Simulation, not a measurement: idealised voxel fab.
Process module in this document: voxel double patterning
The cross-section on display is named cut; it measures 295 nm wide, and its cells are 5 nm squares.
Just so we're on the same page, the cross-sections are grids of square cells, and they're listed out in bands top to bottom, each band one or more rows deep. What a band's entry tells you: where the top is and where the bottom is, as heights in nm, and after that what lies inside, material by material from left to right, each with its width in nm. Empty space is written as the word "empty", and a single material marked with the word "edge to edge" occupies the band from edge to edge. Counting heights begins at 0, where everything beneath is, in the wafer as received, one material. The lowest band has no bottom; it goes on downwards, as "from 0 down" shows. Graded width ("30 to 40"): value in top row of band = first number; value in bottom row = second number; row-to-row change constant. "no change occurred", as given for a step, is the statement that not any cell of the cross-section underwent a change during that step. "Closed voids list": sealed empty spaces, 8 cells or more, no open way to top, listed width x height at distance, with distance from the left edge and width, height and distance in nm. Read whatever lies past the settings on a step's line as the simulator's own remark about the step. overlay nm: mask right of planned place by this much (step with mask). Neg. = left.

Below is the list of planned process steps:
1 RECEIVE | material Si
2 CONFORMAL_DEP | material SiO2 | thk nm 5
3 DIRECTIONAL_DEP | material W | thk nm 20
4 DIRECTIONAL_DEP | material SiN | thk nm 10
5 MASKED_ETCH | tone open | mask id FIRST | width nm 15 | pitch nm 50 | etch materials SiN | depth nm 10 | overlay nm 0
6 DIRECTIONAL_DEP | material aC | thk nm 10
7 PATTERN | tone open | mask id SECOND | material resist | width nm 15 | pitch nm 50 | thk nm 30 | overlay nm 0
8 DIRECTIONAL_ETCH | etch materials aC | depth nm 10
9 STRIP | etch materials resist
10 DIRECTIONAL_ETCH | etch materials SiN | depth nm 10
11 STRIP | etch materials aC
12 DIRECTIONAL_ETCH | etch materials W | depth nm 20
13 STRIP | etch materials SiN

So this is the incoming wafer in cross-section - it's already been through step 1:
from 0 down | Si edge to edge
Closed voids list: none

Cross-section: first of two wafers, module finished, run according to plan:
from 25 to 5 | W 90 nm | empty 15 nm | W 10 nm | empty 15 nm | W 10 nm | empty 15 nm | W 10 nm | empty 15 nm | W 10 nm | empty 15 nm | W 90 nm
from 5 to 0 | SiO2 edge to edge
from 0 down | Si edge to edge
Closed voids list: none

End of module, second wafer, cross-section. Started like the first, planned like the first, run with one mistake:
from 25 to 5 | W 90 nm | empty 20 nm | W 5 nm | empty 15 nm | W 10 nm | empty 20 nm | W 5 nm | empty 15 nm | W 10 nm | empty 20 nm | W 85 nm
from 5 to 0 | SiO2 edge to edge
from 0 down | Si edge to edge
Closed voids list: none
What was done differently from what was planned? note that step 5 departed from the planned setting and was carried out as MASKED_ETCH | tone open | mask id FIRST | width nm 20 | pitch nm 50 | etch materials SiN | depth nm 10 | overlay nm 0
Count the cells at the end and the second wafer has more or fewer of some materials than the first: -12 W
